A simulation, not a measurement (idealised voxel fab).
Proc. module: voxel self aligned contacts
In the cross-section labelled cut, the width is 220 nm and each square cell is 5 nm.
Notation: cross-section as square-cell grid; stated in bands, top first, going down; one or more cell rows per band. The entry gives the band's vertical extent as a top height and a bottom height in nm, then its horizontal make-up as materials from left to right, each with a width in nm. "empty" stands for empty space; a single material marked "all across" fills the band edge to edge. The level at which height equals 0 is the one under which the wafer, as it arrives, is entirely one material. No lower edge exists for the bottom band, which continues downward and is notated as in "from 0 down". Width "30..40": first value at the band's top row of cells, second value at its bottom row, equal change from row to row. No cell of the cross-section changed in a step that is given as "stayed the same". Entry "Closed void table" = empty spaces >= 8 cells with no open way to the top; each as width x height at distance, distance from left edge, all nm. Past the settings on a step's line: simulator remark, on that step. Each step line may optionally specify "overlay nm", which for a step with a mask gives the rightward distance between the mask's planned place and where it lay, a negative value indicating the leftward direction.

Process steps - plan:
step 1: op RECEIVE | material Si
step 2: op CONFORMAL_DEP | material SiO2 | thk nm 5
step 3: op DIRECTIONAL_DEP | material polySi | thk nm 25
step 4: op DIRECTIONAL_DEP | material SiN | thk nm 25
step 5: op DIRECTIONAL_DEP | material aC | thk nm 15
step 6: op PATTERN | tone cover | mask id GATE | material resist | width nm 25 | pitch nm 70 | thk nm 30 | overlay nm 0
step 7: op DIRECTIONAL_ETCH | etch materials aC | depth nm 15
step 8: op STRIP | etch materials resist
step 9: op DIRECTIONAL_ETCH | etch materials SiN | depth nm 25
step 10: op DIRECTIONAL_ETCH | etch materials polySi | depth nm 25
step 11: op STRIP | etch materials aC
step 12: op CONFORMAL_DEP | material SiN | thk nm 10
step 13: op DIRECTIONAL_ETCH | etch materials SiN | depth nm 10
step 14: op FILL_DEP | material SiO2 | thk nm 20
step 15: op CMP | height nm 65
step 16: op PATTERN | tone open | mask id CONTACT | material resist | width nm 55 | thk nm 20 | overlay nm 0
step 17: op DIRECTIONAL_ETCH | etch materials SiO2 | depth nm 65
step 18: op STRIP | etch materials resist
step 19: op CONFORMAL_DEP | material TiN | thk nm 5
step 20: op FILL_DEP | material W | thk nm 10
step 21: op CMP | height nm 65
step 22: op CONFORMAL_DEP | material SiN | thk nm 5

As-received wafer cross-section (after step 1):
	from 0 down = Si all across
	Closed void table: none

Looking at the first of two wafers in cross-section at end of module - ran to plan:
	from 70 to 65 = SiN all across
	from 65 to 55 = SiO2 80 nm; TiN 5..20 nm; W 45..15 nm; TiN 5..20 nm; SiO2 85 nm
	from 55 to 30 = SiO2 50 nm; SiN 45 nm; TiN 5 nm; W 15 nm; TiN 5 nm; SiN 45 nm; SiO2 55 nm
	from 30 to 5 = SiO2 50 nm; SiN 10 nm; polySi 25 nm; SiN 10 nm; TiN 5 nm; W 15 nm; TiN 5 nm; SiN 10 nm; polySi 25 nm; SiN 10 nm; SiO2 55 nm
	from 5 to 0 = SiO2 95 nm; TiN 25 nm; SiO2 100 nm
	from 0 down = Si all across
	Closed void table: none

Module end: cross-section of wafer two of two. Same start and process plan as the first wafer. One mistake during execution:
	from 70 to 65 = SiN all across
	from 65 to 55 = SiO2 85 nm; TiN 5..15 nm; W 45..15 nm; TiN 5..25 nm; SiO2 80 nm
	from 55 to 30 = SiO2 50 nm; SiN 45 nm; TiN 5 nm; W 15 nm; TiN 5 nm; SiN 45 nm; SiO2 55 nm
	from 30 to 5 = SiO2 50 nm; SiN 10 nm; polySi 25 nm; SiN 10 nm; TiN 5 nm; W 15 nm; TiN 5 nm; SiN 10 nm; polySi 25 nm; SiN 10 nm; SiO2 55 nm
	from 5 to 0 = SiO2 95 nm; TiN 25 nm; SiO2 100 nm
	from 0 down = Si all across
	Closed void table: none
Deviation from plan: step 16 changed vs plan, executed as op PATTERN | tone open | mask id CONTACT | material resist | width nm 55 | thk nm 20 | overlay nm 5
In the final comparison it is observed that the number of cells assigned to each material is identical for the two wafers, whereas their placement is not.
